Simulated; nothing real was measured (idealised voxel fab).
process module | voxel transistor to metal
cross-section cut | 265 nm wide | cells 5 nm
A cross-section is a grid of square cells, given in bands from the top down. A band is one or more rows of cells.
Each band's line starts with the height of the band's top and of its bottom, in nm. Then come its materials from left to right, each with its width in nm. One material with "throughout" fills the band from edge to edge. "air" is empty space.
Height 0 is the level under which the wafer as received is all one material. The lowest band goes on downwards, as in "0 down".
A width such as "30 to 40" changes by the same amount from each row of cells to the next, from the band's top row to its bottom row.
"no change" after a step means that no cell of the cross-section changed.
closed voids: empty space of 8 cells or more with no open way to the top, each as width x height at its distance from the left edge, in nm
after a step's settings: what the simulator itself notes on the step
overlay nm, on a step with a mask: how far to the right of its planned place the mask lay; to the left if negative
plan
1 op RECEIVE | material Si
2 op CONFORMAL_DEP | material SiO2 | thk nm 5
3 op CONFORMAL_DEP | material SiN | thk nm 10
4 op PATTERN | tone cover | mask id ACTIVE | material resist | width nm 105 | pitch nm 125 | thk nm 15 | overlay nm 0
5 op DIRECTIONAL_ETCH | etch materials SiN | depth nm 10
6 op DIRECTIONAL_ETCH | etch materials SiO2 | depth nm 5
7 op DIRECTIONAL_ETCH | etch materials Si | depth nm 35
8 op STRIP | etch materials resist
9 op OXIDIZE | depth nm 5
10 op FILL_DEP | material SiO2 | thk nm 15
11 op CMP | height nm 15
12 op SELECTIVE_ETCH | etch materials SiO2 | depth nm 5
13 op STRIP | etch materials SiN
14 op SELECTIVE_ETCH | etch materials SiO2 | depth nm 5
15 op OXIDIZE | depth nm 5
16 op DIRECTIONAL_DEP | material polySi | thk nm 20
17 op DIRECTIONAL_DEP | material SiCN | thk nm 15
18 op PATTERN | tone cover | mask id GATE | material resist | width nm 25 | pitch nm 125 | thk nm 20 | overlay nm 0
19 op DIRECTIONAL_ETCH | etch materials SiCN | depth nm 25
20 op DIRECTIONAL_ETCH | etch materials polySi | depth nm 30
21 op STRIP | etch materials resist
22 op CONFORMAL_DEP | material SiO2 | thk nm 5
23 op DIRECTIONAL_ETCH | etch materials SiO2 | depth nm 5
24 op CONFORMAL_DEP | material SiN | thk nm 5
25 op DIRECTIONAL_ETCH | etch materials SiN | depth nm 5
26 op DIRECTIONAL_ETCH | etch materials SiO2 | depth nm 5
27 op DIRECTIONAL_ETCH | etch materials Si | depth nm 15
28 op EPI | material pSi | thk nm 20
29 op FILL_DEP | material SiO2 | thk nm 5
30 op CMP | height nm 35
31 op DIRECTIONAL_DEP | material SiO2 | thk nm 15
32 op MASKED_ETCH | tone open | mask id CONTACT | width nm 30 | etch materials SiO2 | depth nm 50 | overlay nm 0
33 op CONFORMAL_DEP | material TiN | thk nm 5
34 op FILL_DEP | material W | thk nm 5
35 op CMP | height nm 50
36 op CONFORMAL_DEP | material SiCN | thk nm 5
37 op DIRECTIONAL_DEP | material lowk | thk nm 20
38 op MASKED_ETCH | tone open | mask id METAL_1 | width nm 20 | etch materials lowk | depth nm 20 | overlay nm 0
39 op MASKED_ETCH | tone open | mask id METAL_1 | width nm 20 | etch materials SiCN | depth nm 5 | overlay nm 0
40 op CONFORMAL_DEP | material TiN | thk nm 5
41 op FILL_DEP | material Cu | thk nm 5
42 op CMP | height nm 75
43 op CONFORMAL_DEP | material SiCN | thk nm 5
44 op DIRECTIONAL_DEP | material lowk | thk nm 35
45 op PATTERN | tone open | mask id METAL_2_HOLES | material resist | width nm 15 | pitch nm 125 | thk nm 15 | overlay nm 0
46 op DIRECTIONAL_ETCH | etch materials lowk | depth nm 35
47 op STRIP | etch materials resist
48 op DIRECTIONAL_DEP | material aC | thk nm 10
49 op PATTERN | tone open | mask id METAL_2 | material resist | width nm 20 | pitch nm 125 | thk nm 25 | overlay nm 0
50 op DIRECTIONAL_ETCH | etch materials aC | depth nm 10
51 op STRIP | etch materials resist
52 op DIRECTIONAL_ETCH | etch materials lowk | depth nm 20
53 op DIRECTIONAL_ETCH | etch materials SiCN | depth nm 5
54 op STRIP | etch materials aC
55 op CONFORMAL_DEP | material TiN | thk nm 5
56 op FILL_DEP | material Cu | thk nm 10
57 op CMP | height nm 115
58 op CONFORMAL_DEP | material SiN | thk nm 5
as received, after step 1
  0 down: Si throughout
  closed voids: none
first wafer at the end, as planned
  120 to 115: SiN throughout
  115 to 100: lowk 20 | TiN 5 | Cu 10 | TiN 5 | lowk 105 | TiN 5 | Cu 10 | TiN 5 | lowk 100
  100 to 95: lowk 20 | TiN 5 | Cu 5 | TiN 10 | lowk 105 | TiN 5 | Cu 5 | TiN 10 | lowk 100
  95 to 80: lowk 20 | TiN 5 | Cu 5 | TiN 5 | lowk 110 | TiN 5 | Cu 5 | TiN 5 | lowk 105
  80 to 75: SiCN 20 | TiN 15 | SiCN 110 | TiN 15 | SiCN 105
  75 to 55: lowk 20 | TiN 5 | Cu 10 | TiN 5 | lowk 55 | TiN 5 | Cu 10 | TiN 5 | lowk 30 | TiN 5 | Cu 10 | TiN 5 | lowk 55 | TiN 5 | Cu 10 | TiN 5 | lowk 25
  55 to 50: SiCN 20 | TiN 20 | SiCN 55 | TiN 20 | SiCN 30 | TiN 20 | SiCN 55 | TiN 20 | SiCN 25
  50 to 40: SiO2 20 | TiN 5 | W 20 | TiN 5 | SiO2 35 | TiN 5 | W 20 | TiN 5 | SiO2 30 | TiN 5 | W 20 | TiN 5 | SiO2 35 | TiN 5 | W 20 | TiN 5 | SiO2 25
  40 to 35: SiO2 20 | TiN 5 | W 15 | TiN 10 | SiO2 35 | TiN 10 | W 15 | TiN 5 | SiO2 30 | TiN 5 | W 15 | TiN 10 | SiO2 35 | TiN 10 | W 15 | TiN 5 | SiO2 25
  35 to 20: SiO2 20 | TiN 5 | W 15 | TiN 5 | SiN 5 | SiO2 5 | SiCN 25 | SiO2 5 | SiN 5 | TiN 5 | W 15 | TiN 5 | SiO2 30 | TiN 5 | W 15 | TiN 5 | SiN 5 | SiO2 5 | SiCN 25 | SiO2 5 | SiN 5 | TiN 5 | W 15 | TiN 5 | SiO2 25
  20 to 15: SiO2 20 | TiN 25 | SiN 5 | SiO2 5 | polySi 25 | SiO2 5 | SiN 5 | TiN 25 | SiO2 30 | TiN 25 | SiN 5 | SiO2 5 | polySi 25 | SiO2 5 | SiN 5 | TiN 25 | SiO2 25
  15 to 5: SiO2 20 | TiN 5 | pSi 20 | SiN 5 | SiO2 5 | polySi 25 | SiO2 5 | SiN 5 | pSi 20 | TiN 5 | SiO2 30 | TiN 5 | pSi 20 | SiN 5 | SiO2 5 | polySi 25 | SiO2 5 | SiN 5 | pSi 20 | TiN 5 | SiO2 25
  5 to 0: SiO2 15 | SiN 5 | TiN 5 | pSi 20 | SiN 5 | SiO2 5 | polySi 25 | SiO2 5 | SiN 5 | pSi 20 | TiN 5 | SiN 5 | SiO2 20 | SiN 5 | TiN 5 | pSi 20 | SiN 5 | SiO2 5 | polySi 25 | SiO2 5 | SiN 5 | pSi 20 | TiN 5 | SiN 5 | SiO2 20
  0 to -5: SiO2 20 | pSi 25 | SiO2 45 | pSi 25 | SiO2 30 | pSi 25 | SiO2 45 | pSi 25 | SiO2 25
  -5 to -20: SiO2 20 | pSi 25 | Si 45 | pSi 25 | SiO2 30 | pSi 25 | Si 45 | pSi 25 | SiO2 25
  -20 to -40: SiO2 20 | Si 95 | SiO2 30 | Si 95 | SiO2 25
  -40 down: Si throughout
  closed voids: none
second wafer at the end: like start, like plan, one mistake
  120 to 115: SiN throughout
  115 to 100: lowk 20 | TiN 5 | Cu 10 | TiN 5 | lowk 105 | TiN 5 | Cu 10 | TiN 5 | lowk 100
  100 to 95: lowk 20 | TiN 5 | Cu 5 | TiN 10 | lowk 105 | TiN 5 | Cu 5 | TiN 10 | lowk 100
  95 to 85: lowk 20 | TiN 5 | Cu 5 | TiN 5 | lowk 110 | TiN 5 | Cu 5 | TiN 5 | lowk 105
  85 to 80: lowk 20 | TiN 15 | lowk 110 | TiN 15 | lowk 105
  80 to 75: W throughout
  75 to 55: lowk 20 | TiN 5 | Cu 10 | TiN 5 | lowk 55 | TiN 5 | Cu 10 | TiN 5 | lowk 30 | TiN 5 | Cu 10 | TiN 5 | lowk 55 | TiN 5 | Cu 10 | TiN 5 | lowk 25
  55 to 50: SiCN 20 | TiN 20 | SiCN 55 | TiN 20 | SiCN 30 | TiN 20 | SiCN 55 | TiN 20 | SiCN 25
  50 to 40: SiO2 20 | TiN 5 | W 20 | TiN 5 | SiO2 35 | TiN 5 | W 20 | TiN 5 | SiO2 30 | TiN 5 | W 20 | TiN 5 | SiO2 35 | TiN 5 | W 20 | TiN 5 | SiO2 25
  40 to 35: SiO2 20 | TiN 5 | W 15 | TiN 10 | SiO2 35 | TiN 10 | W 15 | TiN 5 | SiO2 30 | TiN 5 | W 15 | TiN 10 | SiO2 35 | TiN 10 | W 15 | TiN 5 | SiO2 25
  35 to 20: SiO2 20 | TiN 5 | W 15 | TiN 5 | SiN 5 | SiO2 5 | SiCN 25 | SiO2 5 | SiN 5 | TiN 5 | W 15 | TiN 5 | SiO2 30 | TiN 5 | W 15 | TiN 5 | SiN 5 | SiO2 5 | SiCN 25 | SiO2 5 | SiN 5 | TiN 5 | W 15 | TiN 5 | SiO2 25
  20 to 15: SiO2 20 | TiN 25 | SiN 5 | SiO2 5 | polySi 25 | SiO2 5 | SiN 5 | TiN 25 | SiO2 30 | TiN 25 | SiN 5 | SiO2 5 | polySi 25 | SiO2 5 | SiN 5 | TiN 25 | SiO2 25
  15 to 5: SiO2 20 | TiN 5 | pSi 20 | SiN 5 | SiO2 5 | polySi 25 | SiO2 5 | SiN 5 | pSi 20 | TiN 5 | SiO2 30 | TiN 5 | pSi 20 | SiN 5 | SiO2 5 | polySi 25 | SiO2 5 | SiN 5 | pSi 20 | TiN 5 | SiO2 25
  5 to 0: SiO2 15 | SiN 5 | TiN 5 | pSi 20 | SiN 5 | SiO2 5 | polySi 25 | SiO2 5 | SiN 5 | pSi 20 | TiN 5 | SiN 5 | SiO2 20 | SiN 5 | TiN 5 | pSi 20 | SiN 5 | SiO2 5 | polySi 25 | SiO2 5 | SiN 5 | pSi 20 | TiN 5 | SiN 5 | SiO2 20
  0 to -5: SiO2 20 | pSi 25 | SiO2 45 | pSi 25 | SiO2 30 | pSi 25 | SiO2 45 | pSi 25 | SiO2 25
  -5 to -20: SiO2 20 | pSi 25 | Si 45 | pSi 25 | SiO2 30 | pSi 25 | Si 45 | pSi 25 | SiO2 25
  -20 to -40: SiO2 20 | Si 95 | SiO2 30 | Si 95 | SiO2 25
  -40 down: Si throughout
  closed voids: none
what went wrong: step 43 ran as: op CONFORMAL_DEP | material W | thk nm 5
at the end the second wafer has, in cells: 2 fewer of Cu | 47 fewer of SiCN | 4 fewer of TiN | 53 more of W
